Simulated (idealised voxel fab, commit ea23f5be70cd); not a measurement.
voxel capacitor over wiring: a process module
255 nm wide, 5 nm square cells: that's cross-section cut.
Square cells in a grid make up a cross-section in this document, and the grid is given as bands, listed from the top down, each one or more rows of cells. In this notation a band is specified by the heights of its top and bottom, in that order and in nm, after which its materials appear from left to right, each paired with its width in nm. The word "everywhere" attached to a single material means that material fills the band from edge to edge; the word "empty" stands for empty space. Convention: height 0 is the level below which the wafer, as received, is all one material. The lowest band does not terminate at the bottom but continues downward, represented as "0..down". A width such as "30->40" changes by the same amount from each row of cells to the next, from the band's top row to its bottom row. The designation "no modifications", where it is given for a processing step, indicates that no cell of the cross-section was altered in the course of that step. "Closed void listing" means: voids of 8 cells or more that are shut off from the top with no open way through. Written width x height at distance, distance from the left edge, in nm. Heads up: the bit after the settings on a step's line is the simulator's remark on that step. "overlay nm" on a masked step: distance the mask lay right of its planned place, negative for left.

### These are the steps we planned for the process
1. op RECEIVE | material Si
2. op CONFORMAL_DEP | material SiO2 | thk nm 15
3. op CONFORMAL_DEP | material SiN | thk nm 5
4. op DIRECTIONAL_DEP | material lowk | thk nm 25
5. op DIRECTIONAL_DEP | material aC | thk nm 10
6. op PATTERN | tone open | mask id METAL_1 | material resist | width nm 25 | pitch nm 95 | thk nm 25 | overlay nm 0
7. op DIRECTIONAL_ETCH | etch materials aC | depth nm 10
8. op STRIP | etch materials resist
9. op DIRECTIONAL_ETCH | etch materials lowk | depth nm 25
10. op DIRECTIONAL_ETCH | etch materials SiN | depth nm 5
11. op STRIP | etch materials aC
12. op CONFORMAL_DEP | material TiN | thk nm 5
13. op FILL_DEP | material Cu | thk nm 10
14. op CMP | height nm 45
15. op CONFORMAL_DEP | material SiCN | thk nm 5
16. op DIRECTIONAL_DEP | material SiO2 | thk nm 10
17. op PATTERN | tone open | mask id PLUG_1 | material resist | width nm 15 | thk nm 15 | overlay nm 0
18. op DIRECTIONAL_ETCH | etch materials SiO2 | depth nm 10
19. op DIRECTIONAL_ETCH | etch materials SiCN | depth nm 5
20. op STRIP | etch materials resist
21. op CONFORMAL_DEP | material TiN | thk nm 5
22. op FILL_DEP | material W | thk nm 10
23. op CMP | height nm 60
24. op DIRECTIONAL_DEP | material TiN | thk nm 10
25. op DIRECTIONAL_DEP | material SiN | thk nm 5
26. op DIRECTIONAL_DEP | material TiN | thk nm 10
27. op DIRECTIONAL_DEP | material aC | thk nm 10
28. op PATTERN | tone cover | mask id UPPER_PLATE | material resist | width nm 75 | thk nm 25 | overlay nm 0
29. op DIRECTIONAL_ETCH | etch materials aC | depth nm 10
30. op STRIP | etch materials resist
31. op DIRECTIONAL_ETCH | etch materials TiN | depth nm 10
32. op DIRECTIONAL_ETCH | etch materials SiN | depth nm 5
33. op STRIP | etch materials aC
34. op DIRECTIONAL_DEP | material aC | thk nm 15
35. op PATTERN | tone cover | mask id LOWER_PLATE | material resist | width nm 85 | thk nm 30 | overlay nm 0
36. op DIRECTIONAL_ETCH | etch materials aC | depth nm 15
37. op STRIP | etch materials resist
38. op DIRECTIONAL_ETCH | etch materials TiN | depth nm 10
39. op STRIP | etch materials aC
40. op FILL_DEP | material SiO2 | thk nm 15
41. op CMP | height nm 95
42. op DIRECTIONAL_DEP | material aC | thk nm 10
43. op PATTERN | tone open | mask id PLUG_2 | material resist | width nm 15 | thk nm 25 | overlay nm 0
44. op DIRECTIONAL_ETCH | etch materials aC | depth nm 10
45. op STRIP | etch materials resist
46. op DIRECTIONAL_ETCH | etch materials SiO2 | depth nm 10
47. op STRIP | etch materials aC
48. op CONFORMAL_DEP | material TiN | thk nm 5
49. op FILL_DEP | material Cu | thk nm 5
50. op CMP | height nm 95
51. op CONFORMAL_DEP | material SiN | thk nm 5

### Cross-section of the wafer upon arrival, representing the state reached after step 1
0..down | Si everywhere
Closed void listing: none

### The cross-section shown corresponds to the wafer at the conclusion of the module. The initial structure and the process plan are those presented above; however, one mistake occurred in executing the plan
100..95 | SiN everywhere
95..90 | SiO2 85 nm; TiN 5 nm; Cu 5 nm; TiN 5 nm; SiO2 155 nm
90..85 | SiO2 85 nm; TiN 15 nm; SiO2 155 nm
85..75 | SiO2 80 nm; TiN 70 nm; SiO2 105 nm
75..70 | SiO2 80 nm; SiN 70 nm; SiO2 105 nm
70..60 | SiO2 70 nm; TiN 85 nm; SiO2 100 nm
60..50 | SiO2 75 nm; TiN 5 nm; W 5 nm; TiN 5 nm; SiO2 165 nm
50..45 | SiCN 75 nm; TiN 15 nm; SiCN 165 nm
45..20 | lowk 65 nm; TiN 5 nm; Cu 15 nm; TiN 5 nm; lowk 70 nm; TiN 5 nm; Cu 15 nm; TiN 5 nm; lowk 70 nm
20..15 | SiN 65 nm; TiN 25 nm; SiN 70 nm; TiN 25 nm; SiN 70 nm
15..0 | SiO2 everywhere
0..down | Si everywhere
Closed void listing: none
Finding, execution versus plan: for step 28, the planned setting was not used; the step was instead run as op PATTERN | tone cover | mask id UPPER_PLATE | material resist | width nm 70 | thk nm 25 | overlay nm 0
